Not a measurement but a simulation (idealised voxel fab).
This is a process module. Its name is voxel double patterning.
Square cells of 5 nm make up the cross-section cut, whose width is 155 nm.
In what follows, cross-sections appear as grids of square cells, described through bands that run from the top down, where every band is one or more rows of cells. Basically the band line says how high the top is and how high the bottom is, in nm, and then what's in it from left to right, every material with its width in nm. Empty space shows up as "empty", and if a single material carries "all across" it runs the full band edge to edge. Convention: height 0 is the level below which the wafer, as received, is all one material. The lowest band does not terminate at the bottom but continues downward, represented as "0 and below". A width given as "30..40" starts at the first number in the band's top row and ends at the second number in its bottom row, shifting by an equal amount at every step from row to row. Where a step carries "no modifications", the cross-section came out of it unchanged, cell for cell. Closed-off voids of 8+ cells (no open route to the top) go in "Fully sealed cavities", written width x height at distance from the left edge, in nm. The remark found on a step's line after its settings is issued by the simulator itself and pertains to that step. You can add "overlay nm" to a step's line. For a step with a mask, it describes how far the mask lay to the right of its planned position, and a negative number describes a lay to the left.
Listed below are the process steps as planned:
step 1: RECEIVE: material Si
step 2: CONFORMAL_DEP: material SiO2, thk nm 5
step 3: DIRECTIONAL_DEP: material polySi, thk nm 10
step 4: DIRECTIONAL_DEP: material SiN, thk nm 10
step 5: MASKED_ETCH: tone open, mask id FIRST, width nm 15, pitch nm 50, etch materials SiN, depth nm 10, overlay nm 0
step 6: PATTERN: tone open, mask id SECOND, material resist, width nm 15, pitch nm 50, thk nm 15, overlay nm 0
step 7: DIRECTIONAL_ETCH: etch materials SiN, depth nm 10
step 8: STRIP: etch materials resist
step 9: DIRECTIONAL_ETCH: etch materials polySi, depth nm 10
step 10: STRIP: etch materials SiN
Incoming wafer, cross-sectional view, post step 1:
> 0 and below: Si all across
> Fully sealed cavities: none
The module was run from the start shown above using the plan shown above, but one mistake was made doing it; the resulting wafer cross-section is below:
> 15 down to 5: 20 polySi | 15 empty | 5 polySi | 25 empty | 5 polySi | 15 empty | 5 polySi | 25 empty | 5 polySi | 15 empty | 20 polySi
> 5 down to 0: SiO2 all across
> 0 and below: Si all across
> Fully sealed cavities: none
Where did the run depart from the plan? rather than as planned, step 6 actually ran as PATTERN: tone open, mask id SECOND, material resist, width nm 25, pitch nm 50, thk nm 15, overlay nm 0
